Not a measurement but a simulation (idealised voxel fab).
process module | voxel capacitor over wiring
cross-section cut | 170 nm wide | cells 5 nm
A cross-section is a grid of square cells, given in bands from the top down. A band is one or more rows of cells.
Each band's line starts with the height of the band's top and of its bottom, in nm. Then come its materials from left to right, each with its width in nm. One material with "throughout" fills the band from edge to edge. "air" is empty space.
Height 0 is the level under which the wafer as received is all one material. The lowest band goes on downwards, as in "0 down".
A width such as "30 to 40" changes by the same amount from each row of cells to the next, from the band's top row to its bottom row.
"no change" after a step means that no cell of the cross-section changed.
closed voids: empty space of 8 cells or more with no open way to the top, each as width x height at its distance from the left edge, in nm
after a step's settings: what the simulator itself notes on the step
overlay nm, on a step with a mask: how far to the right of its planned place the mask lay; to the left if negative
plan
1 op RECEIVE | material Si
2 op CONFORMAL_DEP | material SiO2 | thk nm 15
3 op DIRECTIONAL_DEP | material TiN | thk nm 5
4 op DIRECTIONAL_DEP | material W | thk nm 20
5 op PATTERN | tone cover | mask id METAL_1 | material resist | width nm 20 | pitch nm 75 | thk nm 15 | overlay nm 0
6 op DIRECTIONAL_ETCH | etch materials W | depth nm 20
7 op DIRECTIONAL_ETCH | etch materials TiN | depth nm 5
8 op STRIP | etch materials resist
9 op CONFORMAL_DEP | material SiCN | thk nm 5
10 op FILL_DEP | material lowk | thk nm 10
11 op CMP | height nm 40
12 op CONFORMAL_DEP | material SiCN | thk nm 5
13 op DIRECTIONAL_DEP | material lowk | thk nm 20
14 op MASKED_ETCH | tone open | mask id PLUG_1 | width nm 15 | etch materials lowk | depth nm 20 | overlay nm 0
15 op MASKED_ETCH | tone open | mask id PLUG_1 | width nm 15 | etch materials SiCN | depth nm 5 | overlay nm 0
16 op EPI | material Ru | thk nm 10
17 op EPI | material Ru | thk nm 10
18 op EPI | material Ru | thk nm 5
19 op DIRECTIONAL_DEP | material TiN | thk nm 10
20 op DIRECTIONAL_DEP | material SiN | thk nm 5
21 op DIRECTIONAL_DEP | material TiN | thk nm 5
22 op DIRECTIONAL_DEP | material aC | thk nm 15
23 op PATTERN | tone cover | mask id UPPER_PLATE | material resist | width nm 60 | thk nm 30 | overlay nm 0
24 op DIRECTIONAL_ETCH | etch materials aC | depth nm 15
25 op STRIP | etch materials resist
26 op DIRECTIONAL_ETCH | etch materials TiN | depth nm 5
27 op DIRECTIONAL_ETCH | etch materials SiN | depth nm 5
28 op STRIP | etch materials aC
29 op DIRECTIONAL_DEP | material aC | thk nm 15
30 op PATTERN | tone cover | mask id LOWER_PLATE | material resist | width nm 70 | thk nm 30 | overlay nm 0
31 op DIRECTIONAL_ETCH | etch materials aC | depth nm 15
32 op STRIP | etch materials resist
33 op DIRECTIONAL_ETCH | etch materials TiN | depth nm 10
34 op STRIP | etch materials aC
35 op FILL_DEP | material SiO2 | thk nm 20
36 op CMP | height nm 100
37 op MASKED_ETCH | tone open | mask id PLUG_2 | width nm 15 | etch materials SiO2 | depth nm 15 | overlay nm 0
38 op CONFORMAL_DEP | material TiN | thk nm 5
39 op FILL_DEP | material W | thk nm 5
40 op CMP | height nm 100
41 op CONFORMAL_DEP | material SiCN | thk nm 5
as received, after step 1
  0 down: Si throughout
  closed voids: none
first wafer at the end, as planned
  105 to 100: SiCN throughout
  100 to 90: SiO2 50 | TiN 5 | W 5 | TiN 5 | SiO2 105
  90 to 80: SiO2 50 to 40 | TiN 15 to 60 | SiO2 105 to 70
  80 to 75: SiO2 40 | SiN 60 | SiO2 70
  75 to 65: SiO2 35 | TiN 70 | SiO2 65
  65 to 45: lowk 40 | Ru 15 | lowk 115
  45 to 40: SiCN 40 | Ru 15 | SiCN 115
  40 to 20: lowk 30 | SiCN 5 | W 20 | SiCN 5 | lowk 45 | SiCN 5 | W 20 | SiCN 5 | lowk 35
  20 to 15: SiCN 35 | TiN 20 | SiCN 55 | TiN 20 | SiCN 40
  15 to 0: SiO2 throughout
  0 down: Si throughout
  closed voids: none
second wafer at the end: like start, like plan, one mistake
  105 to 100: SiCN throughout
  100 to 90: SiO2 50 to 40 | TiN 15 to 25 | SiO2 105
  90 to 85: SiO2 40 | SiN 25 | SiO2 105
  85 to 80: SiO2 35 | TiN 65 | SiO2 70
  80 to 75: SiO2 35 | TiN 30 | SiN 35 | SiO2 70
  75 to 65: SiO2 30 | Ru 35 | TiN 40 | SiO2 65
  65 to 45: lowk 40 | Ru 15 | lowk 115
  45 to 40: SiCN 40 | Ru 15 | SiCN 115
  40 to 20: lowk 30 | SiCN 5 | W 20 | SiCN 5 | lowk 45 | SiCN 5 | W 20 | SiCN 5 | lowk 35
  20 to 15: SiCN 35 | TiN 20 | SiCN 55 | TiN 20 | SiCN 40
  15 to 0: SiO2 throughout
  0 down: Si throughout
  closed voids: none
what went wrong: one of the steps 16 and 17, which are alike, was run twice
at the end the second wafer has, in cells: 14 more of Ru | 8 fewer of SiO2 | 4 fewer of TiN | 2 fewer of W
